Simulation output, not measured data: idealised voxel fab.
Process module, titled voxel air gaps
It is cross-section cut that appears here, measuring 255 nm in width, its square cells being 5 nm in size.
Cross-section spec: square-cell grid; bands listed top down; each band is one or more rows. Top, bottom (nm), then materials left to right with widths (nm); lone material tagged "all across" fills the whole band edge to edge; "empty" = empty space. Where do heights start? At 0: under that level the wafer as delivered is made of one material only. And the lowest band has no floor; it just carries on downward, as in "0 and below". Read "30 to 40" as a graded width: first number on top, second number at the bottom, same change between each pair of neighbouring rows. Given "nothing altered" for a step, no cell of the cross-section differs between before and after that step. Listed in "Non-vented voids": every empty space of 8 or more cells without an open way to the top. Form: width x height at distance, the distance being from the left edge, all in nm. On each step's line, the part that comes after the settings is the simulator's own comment on the step. overlay nm: where the mask lay relative to plan, measured to the right, on steps with a mask; negatives go left.
-- Process steps - plan
1. RECEIVE | material Si
2. CONFORMAL_DEP | material SiO2 | thk nm 5
3. CONFORMAL_DEP | material SiN | thk nm 5
4. DIRECTIONAL_DEP | material lowk | thk nm 40
5. PATTERN | tone open | mask id LINES | material resist | width nm 15 | pitch nm 40 | thk nm 15 | overlay nm 0
6. DIRECTIONAL_ETCH | etch materials lowk | depth nm 40
7. STRIP | etch materials resist
8. CONFORMAL_DEP | material TiN | thk nm 5
9. FILL_DEP | material Cu | thk nm 5
10. CMP | height nm 55
11. EPI | material Ru | thk nm 10
12. SELECTIVE_ETCH | etch materials lowk | depth nm 50
13. CONFORMAL_DEP | material SiN | thk nm 5
The wafers are alike at the start. At step 2, their thk nm differs. The plan lists the first wafer's value.
-- Cross-section of the first of several received wafers, showing its state after step 1
	0 and below  Si all across
	Non-vented voids: none
-- First of several wafers in cross-section at module end, following the final step, step 13
	70 down to 65  SiN all across
	65 down to 55  Ru all across
	55 down to 50  TiN 65 nm / Cu 5 nm / TiN 35 nm / Cu 5 nm / TiN 35 nm / Cu 5 nm / TiN 35 nm / Cu 5 nm / TiN 65 nm
	50 down to 15  lowk 60 nm / TiN 5 nm / Cu 5 nm / TiN 5 nm / lowk 25 nm / TiN 5 nm / Cu 5 nm / TiN 5 nm / lowk 25 nm / TiN 5 nm / Cu 5 nm / TiN 5 nm / lowk 25 nm / TiN 5 nm / Cu 5 nm / TiN 5 nm / lowk 60 nm
	15 down to 10  lowk 60 nm / TiN 15 nm / lowk 25 nm / TiN 15 nm / lowk 25 nm / TiN 15 nm / lowk 25 nm / TiN 15 nm / lowk 60 nm
	10 down to 5  SiN all across
	5 down to 0  SiO2 all across
	0 and below  Si all across
	Non-vented voids: none
-- Module end, final wafer: cross-section
	70 down to 65  empty 45 nm / SiN 165 nm / empty 45 nm
	65 down to 55  empty 45 nm / SiN 5 nm / Ru 35 nm / SiN 5 nm / Ru 35 nm / SiN 5 nm / Ru 35 nm / SiN 5 nm / Ru 35 nm / SiN 5 nm / empty 45 nm
	55 down to 50  empty 45 nm / SiN 15 nm / TiN 5 nm / Cu 5 nm / TiN 5 nm / SiN 25 nm / TiN 5 nm / Cu 5 nm / TiN 5 nm / SiN 25 nm / TiN 5 nm / Cu 5 nm / TiN 5 nm / SiN 25 nm / TiN 5 nm / Cu 5 nm / TiN 5 nm / SiN 15 nm / empty 45 nm
	50 down to 35  empty 55 nm / SiN 5 nm / TiN 5 nm / Cu 5 nm / TiN 5 nm / SiN 5 nm / empty 15 nm / SiN 5 nm / TiN 5 nm / Cu 5 nm / TiN 5 nm / SiN 5 nm / empty 15 nm / SiN 5 nm / TiN 5 nm / Cu 5 nm / TiN 5 nm / SiN 5 nm / empty 15 nm / SiN 5 nm / TiN 5 nm / Cu 5 nm / TiN 5 nm / SiN 5 nm / empty 55 nm
	35 down to 30  SiN 60 nm / TiN 15 nm / SiN 25 nm / TiN 15 nm / SiN 25 nm / TiN 15 nm / SiN 25 nm / TiN 15 nm / SiN 60 nm
	30 down to 25  SiN all across
	25 down to 0  SiO2 all across
	0 and below  Si all across
	Non-vented voids: 15 x 15 at 80; 15 x 15 at 120; 15 x 15 at 160
-- Basically each wafer gets a line in the table, showing it at the end of the module: material by material, the cells it gained (+) or lost (-) since we got it, then its closed voids
thk nm 5 | +32 Cu | +102 Ru | +102 SiN | +51 SiO2 | +115 TiN | +312 lowk | Non-vented voids: none
thk nm 10 | +28 Cu | +56 Ru | +202 SiN | +102 SiO2 | +68 TiN | Non-vented voids: 15 x 30 at 80; 15 x 30 at 120; 15 x 30 at 160
thk nm 15 | +24 Cu | +56 Ru | +194 SiN | +153 SiO2 | +60 TiN | Non-vented voids: 15 x 25 at 80; 15 x 25 at 120; 15 x 25 at 160
thk nm 20 | +20 Cu | +56 Ru | +186 SiN | +204 SiO2 | +52 TiN | Non-vented voids: 15 x 20 at 80; 15 x 20 at 120; 15 x 20 at 160
thk nm 25 | +16 Cu | +56 Ru | +178 SiN | +255 SiO2 | +44 TiN | Non-vented voids: 15 x 15 at 80; 15 x 15 at 120; 15 x 15 at 160
